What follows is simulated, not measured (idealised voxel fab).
The following process module bears the name voxel lift off.
Cross-sectional view cut (width: 215 nm; square cell size: 5 nm).
Reading order for cross-sections: top band down to bottom band. Underlying form: a grid of square cells. Band size: one or more rows of cells. Look at the band entry: it leads with the top's height and the bottom's height in nm. Then it lists the materials left to right, with a width in nm for each. The word "edge to edge" on a single material says that material fills the band edge to edge. The word "air" is empty space. Measure heights from 0. That's the level where, below it, the as-received wafer is all one material. The lowest band is bottomless and extends downward; write it as in "from 0 down". The two numbers in a width such as "30..40" mark its ends across the band: the first belongs to the top row of cells, the second to the bottom row, and from each row to the next the width moves by the same amount. "nothing was modified" for a step: no cell of the cross-section changed in that step. Unvented internal voids: empty space of 8 cells or more with no open way to the top, each as width x height at its distance from the left edge, in nm. It should be noted that, on the line of a given step, the content following the step's settings is a remark produced by the simulator itself with respect to that step. The setting "overlay nm" may be written on the line of a step. When the step uses a mask, the value reports how far to the right of the planned place the mask lay, and a negative value reports that it lay to the left.

Steps planned for the process:
1 RECEIVE: material Si
2 CONFORMAL_DEP: material SiN, thk nm 5
3 PATTERN: tone open, mask id LINES, material resist, width nm 20, pitch nm 45, thk nm 20, overlay nm 0
4 DIRECTIONAL_DEP: material Ru, thk nm 5
5 STRIP: etch materials resist
6 CONFORMAL_DEP: material SiCN, thk nm 5

Cross-section: wafer on arrival = after step 1:
* from 0 down = Si edge to edge
* Unvented internal voids: none

Here's the cross-section of the first of our two wafers at the end of the module - it ran as planned:
* from 15 to 10 = 45 air | 30 SiCN | 15 air | 30 SiCN | 15 air | 30 SiCN | 50 air
* from 10 to 5 = 50 SiCN | 20 Ru | 25 SiCN | 20 Ru | 25 SiCN | 20 Ru | 55 SiCN
* from 5 to 0 = SiN edge to edge
* from 0 down = Si edge to edge
* Unvented internal voids: none

second wafer at the end: like start, like plan, one mistake:
* from 15 to 10 = 55 SiCN | 10 air | 35 SiCN | 10 air | 35 SiCN | 10 air | 60 SiCN
* from 10 to 5 = 50 Ru | 20 SiCN | 25 Ru | 20 SiCN | 25 Ru | 20 SiCN | 55 Ru
* from 5 to 0 = SiN edge to edge
* from 0 down = Si edge to edge
* Unvented internal voids: none
What was done differently from what was planned? heads up, step 3 didn't go per plan, it actually ran as PATTERN: tone cover, mask id LINES, material resist, width nm 20, pitch nm 45, thk nm 20, overlay nm 0
FYI, end of process, the second wafer has more or fewer cells of some materials than the first: Ru +19
